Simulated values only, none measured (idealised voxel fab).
Process module under the name voxel transistor to metal
Square cell edge 5 nm, section width 290 nm, ID cut.
Notation: cross-section as square-cell grid; stated in bands, top first, going down; one or more cell rows per band. Per band: top height and bottom height in nm, followed by the left-to-right materials and their widths in nm; "edge to edge" marks a single material spanning edge to edge, "blank" marks empty space. Heads up on the height convention: 0 is the point under which the incoming wafer is all one material, and the lowest band has no bottom, it just keeps going down, like "0 nm and below". You'd read "30 to 40" like this: the band's top row of cells is as wide as the first number, its bottom row is as wide as the second, and going down, every row changes width by the same amount as the row before did. Where the words "all unchanged" appear for a step, the cross-section shows no cell changed by that step; every cell remained as before. In the "Closed voids list" entry, you get each enclosed empty space of 8 cells or more, one with no open way to the top, written width x height at distance, distance from the left edge, in nm. It should be noted that, on the line of a given step, the content following the step's settings is a remark produced by the simulator itself with respect to that step. The line of a step may include "overlay nm". On a step with a mask, this value is how far to the right of its planned place the mask lay. A negative value means the mask lay to the left.
The planned process steps are enumerated hereunder:
- 1: op RECEIVE | material Si
- 2: op OXIDIZE | depth nm 5
- 3: op CONFORMAL_DEP | material SiN | thk nm 10
- 4: op PATTERN | tone cover | mask id ACTIVE | material resist | width nm 115 | pitch nm 140 | thk nm 15 | overlay nm 0
- 5: op DIRECTIONAL_ETCH | etch materials SiN | depth nm 10
- 6: op DIRECTIONAL_ETCH | etch materials SiO2 | depth nm 5
- 7: op DIRECTIONAL_ETCH | etch materials Si | depth nm 35
- 8: op STRIP | etch materials resist
- 9: op FILL_DEP | material SiO2 | thk nm 10
- 10: op CMP | height nm 10
- 11: op SELECTIVE_ETCH | etch materials SiO2 | depth nm 10
- 12: op STRIP | etch materials SiN
- 13: op SELECTIVE_ETCH | etch materials SiO2 | depth nm 5
- 14: op OXIDIZE | depth nm 5
- 15: op DIRECTIONAL_DEP | material polySi | thk nm 20
- 16: op DIRECTIONAL_DEP | material SiCN | thk nm 15
- 17: op PATTERN | tone cover | mask id GATE | material resist | width nm 25 | pitch nm 140 | thk nm 15 | overlay nm 0
- 18: op DIRECTIONAL_ETCH | etch materials SiCN | depth nm 25
- 19: op DIRECTIONAL_ETCH | etch materials polySi | depth nm 30
- 20: op STRIP | etch materials resist
- 21: op CONFORMAL_DEP | material SiN | thk nm 5
- 22: op DIRECTIONAL_ETCH | etch materials SiN | depth nm 5
- 23: op DIRECTIONAL_ETCH | etch materials SiO2 | depth nm 5
- 24: op DIRECTIONAL_ETCH | etch materials Si | depth nm 15
- 25: op EPI | material nSi | thk nm 20
- 26: op FILL_DEP | material SiO2 | thk nm 10
- 27: op CMP | height nm 15
- 28: op STRIP | etch materials polySi
- 29: op SELECTIVE_ETCH | etch materials SiO2 | depth nm 5
- 30: op CONFORMAL_DEP | material HfO2 | thk nm 5
- 31: op CONFORMAL_DEP | material TiN | thk nm 5
- 32: op FILL_DEP | material W | thk nm 10
- 33: op CMP | height nm 10
- 34: op DIRECTIONAL_DEP | material SiO2 | thk nm 15
- 35: op MASKED_ETCH | tone open | mask id CONTACT | width nm 15 | etch materials SiO2 | depth nm 30 | overlay nm 0
- 36: op CONFORMAL_DEP | material TiN | thk nm 5
- 37: op FILL_DEP | material Ru | thk nm 5
- 38: op CMP | height nm 25
- 39: op CONFORMAL_DEP | material SiN | thk nm 5
- 40: op DIRECTIONAL_DEP | material SiO2 | thk nm 20
- 41: op DIRECTIONAL_DEP | material aC | thk nm 10
- 42: op PATTERN | tone open | mask id METAL_1 | material resist | width nm 15 | thk nm 30 | overlay nm 0
- 43: op DIRECTIONAL_ETCH | etch materials aC | depth nm 10
- 44: op STRIP | etch materials resist
- 45: op DIRECTIONAL_ETCH | etch materials SiO2 | depth nm 20
- 46: op DIRECTIONAL_ETCH | etch materials SiN | depth nm 5
- 47: op STRIP | etch materials aC
- 48: op CONFORMAL_DEP | material TiN | thk nm 5
- 49: op FILL_DEP | material Cu | thk nm 5
- 50: op CMP | height nm 50
- 51: op EPI | material Ru | thk nm 5
- 52: op FILL_DEP | material SiCN | thk nm 5
Cross-section of the wafer upon arrival, representing the state reached after step 1:
0 nm and below = Si edge to edge
Closed voids list: none
Cross-section, end of module. Start: as above. Plan: as above. Execution: one mistake:
60 nm to 55 nm = SiCN edge to edge
55 nm to 50 nm = SiCN 20  Ru 25  SiCN 55  Ru 25  SiCN 35  Ru 25  SiCN 55  Ru 25  SiCN 25
50 nm to 30 nm = SiO2 25  TiN 5  Cu 5  TiN 5  SiO2 65  TiN 5  Cu 5  TiN 5  SiO2 45  TiN 5  Cu 5  TiN 5  SiO2 65  TiN 5  Cu 5  TiN 5  SiO2 30
30 nm to 25 nm = SiN 25  TiN 15  SiN 65  TiN 15  SiN 45  TiN 15  SiN 65  TiN 15  SiN 30
25 nm to 15 nm = SiO2 25  TiN 5  Ru 5  TiN 5  SiO2 65  TiN 5  Ru 5  TiN 5  SiO2 45  TiN 5  Ru 5  TiN 5  SiO2 65  TiN 5  Ru 5  TiN 5  SiO2 30
15 nm to 10 nm = SiO2 25  TiN 15  SiO2 65  TiN 15  SiO2 45  TiN 15  SiO2 65  TiN 15  SiO2 30
10 nm to 0 nm = SiO2 25  TiN 10  nSi 20  SiN 5  HfO2 5  TiN 5  W 5  TiN 5  HfO2 5  SiN 5  nSi 20  TiN 10  SiO2 45  TiN 10  nSi 20  SiN 5  HfO2 5  TiN 5  W 5  TiN 5  HfO2 5  SiN 5  nSi 20  TiN 10  SiO2 30
0 nm to -5 nm = SiO2 25  TiN 10  nSi 20  SiN 5  HfO2 5  TiN 15  HfO2 5  SiN 5  nSi 20  TiN 10  SiO2 45  TiN 10  nSi 20  SiN 5  HfO2 5  TiN 15  HfO2 5  SiN 5  nSi 20  TiN 10  SiO2 30
-5 nm to -10 nm = SiO2 35  nSi 20  HfO2 35  nSi 20  SiO2 65  nSi 20  HfO2 35  nSi 20  SiO2 40
-10 nm to -20 nm = SiO2 35  nSi 20  Si 35  nSi 20  SiO2 65  nSi 20  Si 35  nSi 20  SiO2 40
-20 nm to -40 nm = SiO2 15  nSi 40  Si 35  nSi 40  SiO2 25  nSi 40  Si 35  nSi 40  SiO2 20
-40 nm and below = Si edge to edge
Closed voids list: none
Run error: heads up, step 24 of the plan got done twice
